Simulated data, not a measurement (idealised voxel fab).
The following process module bears the name voxel self aligned vias.
The figure presents cross-section cut, which has a width of 275 nm and is divided into square cells with an edge length of 5 nm.
Cross-section = grid of square cells, listed top down in bands; band = one or more rows.
This entry defines a band. It first specifies the height of the band's top and the height of its bottom in nm, and then specifies the band's materials from left to right, stating each material with its width in nm. The word "everywhere" identifies a single material that fills the band from edge to edge, while the word "empty" identifies empty space.
For the purposes of this specification, 0 denotes the height below which the wafer in its as-received condition is composed wholly of one material, and the lowermost band, lacking a lower limit, extends downward without end, as expressed in "0 nm and below".
The width entry "30 to 40" should be interpreted row by row: the top row of cells in the band takes the first number, the bottom row takes the second number, and the change between adjacent rows is uniform throughout.
It should be understood that the words "everything unchanged", when stated for a given step, signify that the cross-section underwent no change in any of its cells during that step.
Listed in "Enclosed void listing": every empty space of 8 or more cells without an open way to the top. Form: width x height at distance, the distance being from the left edge, all in nm.
Formally, on a step line, whatever follows the settings is a remark that the simulator itself makes on the step.
overlay nm: step with mask; distance mask lay right of planned place; negative value = left of planned place.
[Set out below are the planned steps of the process]
step 1: RECEIVE,material Si
step 2: CONFORMAL_DEP,material SiO2,thk nm 15
step 3: CONFORMAL_DEP,material SiCN,thk nm 5
step 4: DIRECTIONAL_DEP,material SiO2,thk nm 30
step 5: DIRECTIONAL_DEP,material aC,thk nm 15
step 6: PATTERN,tone open,mask id LINES,material resist,width nm 20,pitch nm 65,thk nm 35,overlay nm 0
step 7: DIRECTIONAL_ETCH,etch materials aC,depth nm 15
step 8: STRIP,etch materials resist
step 9: DIRECTIONAL_ETCH,etch materials SiO2,depth nm 30
step 10: STRIP,etch materials aC
step 11: CONFORMAL_DEP,material TiN,thk nm 5
step 12: FILL_DEP,material W,thk nm 5
step 13: CMP,height nm 50
step 14: SELECTIVE_ETCH,etch materials W Ru TiN,depth nm 5
step 15: FILL_DEP,material SiN,thk nm 10
step 16: CMP,height nm 50
step 17: DIRECTIONAL_DEP,material SiO2,thk nm 15
step 18: DIRECTIONAL_DEP,material aC,thk nm 15
step 19: PATTERN,tone open,mask id VIAS,material resist,width nm 40,pitch nm 130,thk nm 35,overlay nm 0
step 20: DIRECTIONAL_ETCH,etch materials aC,depth nm 15
step 21: STRIP,etch materials resist
step 22: DIRECTIONAL_ETCH,etch materials SiO2,depth nm 15
step 23: DIRECTIONAL_ETCH,etch materials SiN,depth nm 5
step 24: STRIP,etch materials aC
step 25: CONFORMAL_DEP,material TiN,thk nm 5
step 26: FILL_DEP,material Cu,thk nm 5
step 27: CMP,height nm 65
step 28: CONFORMAL_DEP,material SiCN,thk nm 5
[Below: the first of two wafers, run as planned]
[As-received wafer cross-section (after step 1)]
    0 nm and below  Si everywhere
    Enclosed void listing: none
[Presented here is a cross-section of the wafer after step 2 has been performed]
    15 nm to 0 nm  SiO2 everywhere
    Unchanged below 0.
[Presented here is a cross-section of the wafer after step 3 has been performed]
    20 nm to 15 nm  SiCN everywhere
    Unchanged below 15.
[Presented here is a cross-section of the wafer after step 4 has been performed]
    50 nm to 20 nm  SiO2 everywhere
    Unchanged below 20.
[Presented here is a cross-section of the wafer after step 5 has been performed]
    65 nm to 50 nm  aC everywhere
    Unchanged below 50.
[Presented here is a cross-section of the wafer after step 6 has been performed]
    100 nm to 65 nm  resist 60, then empty 20, then resist 45, then empty 20, then resist 45, then empty 20, then resist 65
    Unchanged below 65.
[Presented here is a cross-section of the wafer after step 7 has been performed]
    85 nm to 65 nm  resist 60, then empty 20, then resist 45, then empty 20, then resist 45, then empty 20, then resist 65
    65 nm to 50 nm  aC 60, then empty 20, then aC 45, then empty 20, then aC 45, then empty 20, then aC 65
    Unchanged below 50.
[Presented here is a cross-section of the wafer after step 8 has been performed]
    65 nm to 50 nm  aC 60, then empty 20, then aC 45, then empty 20, then aC 45, then empty 20, then aC 65
    Unchanged below 50.
[Presented here is a cross-section of the wafer after step 9 has been performed]
    65 nm to 50 nm  aC 60, then empty 20, then aC 45, then empty 20, then aC 45, then empty 20, then aC 65
    50 nm to 20 nm  SiO2 60, then empty 20, then SiO2 45, then empty 20, then SiO2 45, then empty 20, then SiO2 65
    Unchanged below 20.
[Presented here is a cross-section of the wafer after step 10 has been performed]
    50 nm to 20 nm  SiO2 60, then empty 20, then SiO2 45, then empty 20, then SiO2 45, then empty 20, then SiO2 65
    Unchanged below 20.
[Presented here is a cross-section of the wafer after step 11 has been performed]
    55 nm to 50 nm  TiN 65, then empty 10, then TiN 55, then empty 10, then TiN 55, then empty 10, then TiN 70
    50 nm to 25 nm  SiO2 60, then TiN 5, then empty 10, then TiN 5, then SiO2 45, then TiN 5, then empty 10, then TiN 5, then SiO2 45, then TiN 5, then empty 10, then TiN 5, then SiO2 65
    25 nm to 20 nm  SiO2 60, then TiN 20, then SiO2 45, then TiN 20, then SiO2 45, then TiN 20, then SiO2 65
    Unchanged below 20.
[Presented here is a cross-section of the wafer after step 12 has been performed]
    60 nm to 55 nm  W everywhere
    55 nm to 50 nm  TiN 65, then W 10, then TiN 55, then W 10, then TiN 55, then W 10, then TiN 70
    50 nm to 25 nm  SiO2 60, then TiN 5, then W 10, then TiN 5, then SiO2 45, then TiN 5, then W 10, then TiN 5, then SiO2 45, then TiN 5, then W 10, then TiN 5, then SiO2 65
    Unchanged below 25.
[Presented here is a cross-section of the wafer after step 13 has been performed]
    50 nm to 25 nm  SiO2 60, then TiN 5, then W 10, then TiN 5, then SiO2 45, then TiN 5, then W 10, then TiN 5, then SiO2 45, then TiN 5, then W 10, then TiN 5, then SiO2 65
    Unchanged below 25.
[Presented here is a cross-section of the wafer after step 14 has been performed]
    50 nm to 45 nm  SiO2 60, then empty 20, then SiO2 45, then empty 20, then SiO2 45, then empty 20, then SiO2 65
    Unchanged below 45.
[Presented here is a cross-section of the wafer after step 15 has been performed]
    60 nm to 50 nm  SiN everywhere
    50 nm to 45 nm  SiO2 60, then SiN 20, then SiO2 45, then SiN 20, then SiO2 45, then SiN 20, then SiO2 65
    Unchanged below 45.
[Presented here is a cross-section of the wafer after step 16 has been performed]
    50 nm to 45 nm  SiO2 60, then SiN 20, then SiO2 45, then SiN 20, then SiO2 45, then SiN 20, then SiO2 65
    Unchanged below 45.
[Presented here is a cross-section of the wafer after step 17 has been performed]
    65 nm to 50 nm  SiO2 everywhere
    Unchanged below 50.
[Presented here is a cross-section of the wafer after step 18 has been performed]
    80 nm to 65 nm  aC everywhere
    Unchanged below 65.
[Presented here is a cross-section of the wafer after step 19 has been performed]
    115 nm to 80 nm  resist 50, then empty 40, then resist 90, then empty 40, then resist 55
    Unchanged below 80.
[Presented here is a cross-section of the wafer after step 20 has been performed]
    100 nm to 80 nm  resist 50, then empty 40, then resist 90, then empty 40, then resist 55
    80 nm to 65 nm  aC 50, then empty 40, then aC 90, then empty 40, then aC 55
    Unchanged below 65.
[Presented here is a cross-section of the wafer after step 21 has been performed]
    80 nm to 65 nm  aC 50, then empty 40, then aC 90, then empty 40, then aC 55
    Unchanged below 65.
[Presented here is a cross-section of the wafer after step 22 has been performed]
    80 nm to 65 nm  aC 50, then empty 40, then aC 90, then empty 40, then aC 55
    65 nm to 50 nm  SiO2 50, then empty 40, then SiO2 90, then empty 40, then SiO2 55
    Unchanged below 50.
[Presented here is a cross-section of the wafer after step 23 has been performed]
    80 nm to 65 nm  aC 50, then empty 40, then aC 90, then empty 40, then aC 55
    65 nm to 50 nm  SiO2 50, then empty 40, then SiO2 90, then empty 40, then SiO2 55
    50 nm to 45 nm  SiO2 60, then empty 20, then SiO2 45, then SiN 20, then SiO2 45, then empty 20, then SiO2 65
    Unchanged below 45.
[Presented here is a cross-section of the wafer after step 24 has been performed]
    65 nm to 50 nm  SiO2 50, then empty 40, then SiO2 90, then empty 40, then SiO2 55
    Unchanged below 50.
[Presented here is a cross-section of the wafer after step 25 has been performed]
    70 nm to 65 nm  TiN 55, then empty 30, then TiN 100, then empty 30, then TiN 60
    65 nm to 55 nm  SiO2 50, then TiN 5, then empty 30, then TiN 5, then SiO2 90, then TiN 5, then empty 30, then TiN 5, then SiO2 55
    55 nm to 50 nm  SiO2 50, then TiN 15, then empty 10, then TiN 15, then SiO2 90, then TiN 15, then empty 10, then TiN 15, then SiO2 55
    50 nm to 45 nm  SiO2 60, then TiN 20, then SiO2 45, then SiN 20, then SiO2 45, then TiN 20, then SiO2 65
    Unchanged below 45.
[Presented here is a cross-section of the wafer after step 26 has been performed]
    75 nm to 70 nm  Cu everywhere
    70 nm to 65 nm  TiN 55, then Cu 30, then TiN 100, then Cu 30, then TiN 60
    65 nm to 55 nm  SiO2 50, then TiN 5, then Cu 30, then TiN 5, then SiO2 90, then TiN 5, then Cu 30, then TiN 5, then SiO2 55
    55 nm to 50 nm  SiO2 50, then TiN 15, then Cu 10, then TiN 15, then SiO2 90, then TiN 15, then Cu 10, then TiN 15, then SiO2 55
    Unchanged below 50.
[Presented here is a cross-section of the wafer after step 27 has been performed]
    65 nm to 55 nm  SiO2 50, then TiN 5, then Cu 30, then TiN 5, then SiO2 90, then TiN 5, then Cu 30, then TiN 5, then SiO2 55
    Unchanged below 55.
[Presented here is a cross-section of the wafer after step 28 has been performed]
    70 nm to 65 nm  SiCN everywhere
    Unchanged below 65.
[Second Wafer (Identical Start and Plan, One Processing Error; Matches First Wafer Through Step 2)]
The second wafer cut through, at the time step 3 was supposed to be finished: everything unchanged
[The second wafer cut through, at the time step 4 was supposed to be finished]
    45 nm to 0 nm  SiO2 everywhere
    Unchanged below 0.
[The second wafer cut through, at the time step 5 was supposed to be finished]
    60 nm to 45 nm  aC everywhere
    Unchanged below 45.
[The second wafer cut through, at the time step 6 was supposed to be finished]
    95 nm to 60 nm  resist 60, then empty 20, then resist 45, then empty 20, then resist 45, then empty 20, then resist 65
    Unchanged below 60.
[The second wafer cut through, at the time step 7 was supposed to be finished]
    80 nm to 60 nm  resist 60, then empty 20, then resist 45, then empty 20, then resist 45, then empty 20, then resist 65
    60 nm to 45 nm  aC 60, then empty 20, then aC 45, then empty 20, then aC 45, then empty 20, then aC 65
    Unchanged below 45.
[The second wafer cut through, at the time step 8 was supposed to be finished]
    60 nm to 45 nm  aC 60, then empty 20, then aC 45, then empty 20, then aC 45, then empty 20, then aC 65
    Unchanged below 45.
[The second wafer cut through, at the time step 9 was supposed to be finished]
    60 nm to 45 nm  aC 60, then empty 20, then aC 45, then empty 20, then aC 45, then empty 20, then aC 65
    45 nm to 15 nm  SiO2 60, then empty 20, then SiO2 45, then empty 20, then SiO2 45, then empty 20, then SiO2 65
    Unchanged below 15.
[The second wafer cut through, at the time step 10 was supposed to be finished]
    45 nm to 15 nm  SiO2 60, then empty 20, then SiO2 45, then empty 20, then SiO2 45, then empty 20, then SiO2 65
    Unchanged below 15.
[The second wafer cut through, at the time step 11 was supposed to be finished]
    50 nm to 45 nm  TiN 65, then empty 10, then TiN 55, then empty 10, then TiN 55, then empty 10, then TiN 70
    45 nm to 20 nm  SiO2 60, then TiN 5, then empty 10, then TiN 5, then SiO2 45, then TiN 5, then empty 10, then TiN 5, then SiO2 45, then TiN 5, then empty 10, then TiN 5, then SiO2 65
    20 nm to 15 nm  SiO2 60, then TiN 20, then SiO2 45, then TiN 20, then SiO2 45, then TiN 20, then SiO2 65
    Unchanged below 15.
[The second wafer cut through, at the time step 12 was supposed to be finished]
    55 nm to 50 nm  W everywhere
    50 nm to 45 nm  TiN 65, then W 10, then TiN 55, then W 10, then TiN 55, then W 10, then TiN 70
    45 nm to 20 nm  SiO2 60, then TiN 5, then W 10, then TiN 5, then SiO2 45, then TiN 5, then W 10, then TiN 5, then SiO2 45, then TiN 5, then W 10, then TiN 5, then SiO2 65
    Unchanged below 20.
[The second wafer cut through, at the time step 13 was supposed to be finished]
    50 nm to 45 nm  TiN 65, then W 10, then TiN 55, then W 10, then TiN 55, then W 10, then TiN 70
    Unchanged below 45.
[The second wafer cut through, at the time step 14 was supposed to be finished]
    45 nm to 20 nm  SiO2 60, then TiN 5, then W 10, then TiN 5, then SiO2 45, then TiN 5, then W 10, then TiN 5, then SiO2 45, then TiN 5, then W 10, then TiN 5, then SiO2 65
    Unchanged below 20.
[The second wafer cut through, at the time step 15 was supposed to be finished]
    55 nm to 45 nm  SiN everywhere
    Unchanged below 45.
[The second wafer cut through, at the time step 16 was supposed to be finished]
    50 nm to 45 nm  SiN everywhere
    Unchanged below 45.
[The second wafer cut through, at the time step 17 was supposed to be finished]
    65 nm to 50 nm  SiO2 everywhere
    Unchanged below 50.
[The second wafer cut through, at the time step 18 was supposed to be finished]
    80 nm to 65 nm  aC everywhere
    Unchanged below 65.
[The second wafer cut through, at the time step 19 was supposed to be finished]
    115 nm to 80 nm  resist 50, then empty 40, then resist 90, then empty 40, then resist 55
    Unchanged below 80.
[The second wafer cut through, at the time step 20 was supposed to be finished]
    100 nm to 80 nm  resist 50, then empty 40, then resist 90, then empty 40, then resist 55
    80 nm to 65 nm  aC 50, then empty 40, then aC 90, then empty 40, then aC 55
    Unchanged below 65.
[The second wafer cut through, at the time step 21 was supposed to be finished]
    80 nm to 65 nm  aC 50, then empty 40, then aC 90, then empty 40, then aC 55
    Unchanged below 65.
[The second wafer cut through, at the time step 22 was supposed to be finished]
    80 nm to 65 nm  aC 50, then empty 40, then aC 90, then empty 40, then aC 55
    65 nm to 50 nm  SiO2 50, then empty 40, then SiO2 90, then empty 40, then SiO2 55
    Unchanged below 50.
[The second wafer cut through, at the time step 23 was supposed to be finished]
    80 nm to 65 nm  aC 50, then empty 40, then aC 90, then empty 40, then aC 55
    65 nm to 50 nm  SiO2 50, then empty 40, then SiO2 90, then empty 40, then SiO2 55
    50 nm to 45 nm  SiN 50, then empty 40, then SiN 90, then empty 40, then SiN 55
    Unchanged below 45.
[The second wafer cut through, at the time step 24 was supposed to be finished]
    65 nm to 50 nm  SiO2 50, then empty 40, then SiO2 90, then empty 40, then SiO2 55
    Unchanged below 50.
[The second wafer cut through, at the time step 25 was supposed to be finished]
    70 nm to 65 nm  TiN 55, then empty 30, then TiN 100, then empty 30, then TiN 60
    65 nm to 50 nm  SiO2 50, then TiN 5, then empty 30, then TiN 5, then SiO2 90, then TiN 5, then empty 30, then TiN 5, then SiO2 55
    50 nm to 45 nm  SiN 50, then TiN 40, then SiN 90, then TiN 40, then SiN 55
    Unchanged below 45.
[The second wafer cut through, at the time step 26 was supposed to be finished]
    75 nm to 70 nm  Cu everywhere
    70 nm to 65 nm  TiN 55, then Cu 30, then TiN 100, then Cu 30, then TiN 60
    65 nm to 50 nm  SiO2 50, then TiN 5, then Cu 30, then TiN 5, then SiO2 90, then TiN 5, then Cu 30, then TiN 5, then SiO2 55
    Unchanged below 50.
[The second wafer cut through, at the time step 27 was supposed to be finished]
    65 nm to 50 nm  SiO2 50, then TiN 5, then Cu 30, then TiN 5, then SiO2 90, then TiN 5, then Cu 30, then TiN 5, then SiO2 55
    Unchanged below 50.
[The second wafer cut through, at the time step 28 was supposed to be finished]
    70 nm to 65 nm  SiCN everywhere
    Unchanged below 65.
what went wrong: plan step 3 was not performed, having been skipped
Final wafer comparison in cells, second versus first, more or fewer per material: Cu: 8 more; SiCN: 55 fewer; SiN: 35 more; TiN: 6 more; W: 6 more
